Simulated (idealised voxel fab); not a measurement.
The process module that follows is named voxel ribs on slabs.
Cross-section cut spans 155 nm and uses square cells 5 nm in size.
Cross-section, as written here: a square-cell grid given band by band from the top down, where a band holds one or more rows of cells.
It is stipulated that each band's entry specify, in nanometres, the height of the top of the band and then that of its bottom, followed by the materials of the band in left-to-right sequence, each together with its width in nanometres. A single material marked by the word "edge to edge" is understood to fill the band from edge to edge; the word "air" is understood to denote empty space.
The level at which height equals 0 is the one under which the wafer, as it arrives, is entirely one material. No lower edge exists for the bottom band, which continues downward and is notated as in "0..down".
The notation "30->40" denotes a width that varies across the rows of cells in the band, beginning at the first number in the top row, finishing at the second number in the bottom row, and changing by an identical amount from each row to the next.
Given "nothing different" for a step, no cell of the cross-section differs between before and after that step.
"Fully enclosed voids": sealed empty spaces, 8 cells or more, no open way to top, listed width x height at distance, with distance from the left edge and width, height and distance in nm.
after a step's settings: what the simulator itself notes on the step
The setting "overlay nm" may be written on the line of a step. When the step uses a mask, the value reports how far to the right of the planned place the mask lay, and a negative value reports that it lay to the left.

Process steps foreseen in the plan
- 1: RECEIVE with material Si
- 2: DIRECTIONAL_DEP with material SiO2, thk nm 20
- 3: DIRECTIONAL_DEP with material polySi, thk nm 25
- 4: MASKED_ETCH with tone cover, mask id RIB, width nm 30, etch materials polySi, depth nm 20, overlay nm 0
- 5: DIRECTIONAL_DEP with material aC, thk nm 15
- 6: PATTERN with tone cover, mask id SLAB, material resist, width nm 60, thk nm 35, overlay nm 0
- 7: DIRECTIONAL_ETCH with etch materials aC, depth nm 15
- 8: STRIP with etch materials resist
- 9: DIRECTIONAL_ETCH with etch materials polySi, depth nm 5
- 10: STRIP with etch materials aC
- 11: FILL_DEP with material SiO2, thk nm 20
- 12: CMP with height nm 60
- 13: DIRECTIONAL_DEP with material W, thk nm 10
- 14: PATTERN with tone cover, mask id HEATER, material resist, width nm 40, thk nm 15, overlay nm 0
- 15: DIRECTIONAL_ETCH with etch materials W, depth nm 10
- 16: STRIP with etch materials resist
- 17: CONFORMAL_DEP with material SiO2, thk nm 10

Cross-sectional view of the wafer in its as-received condition, corresponding to the state after step 1
0..down | Si edge to edge
Fully enclosed voids: none

Here's the wafer cut in cross-section after the module, started and planned just like above, except one thing was done wrong in the run
80..70 | air=45 | SiO2=60 | air=50
70..60 | SiO2=55 | W=40 | SiO2=60
60..50 | SiO2=60 | polySi=30 | SiO2=65
50..45 | SiO2=45 | polySi=60 | SiO2=50
45..20 | polySi edge to edge
20..0 | SiO2 edge to edge
0..down | Si edge to edge
Fully enclosed voids: none
Error vs. plan: step 3 in the plan was executed twice
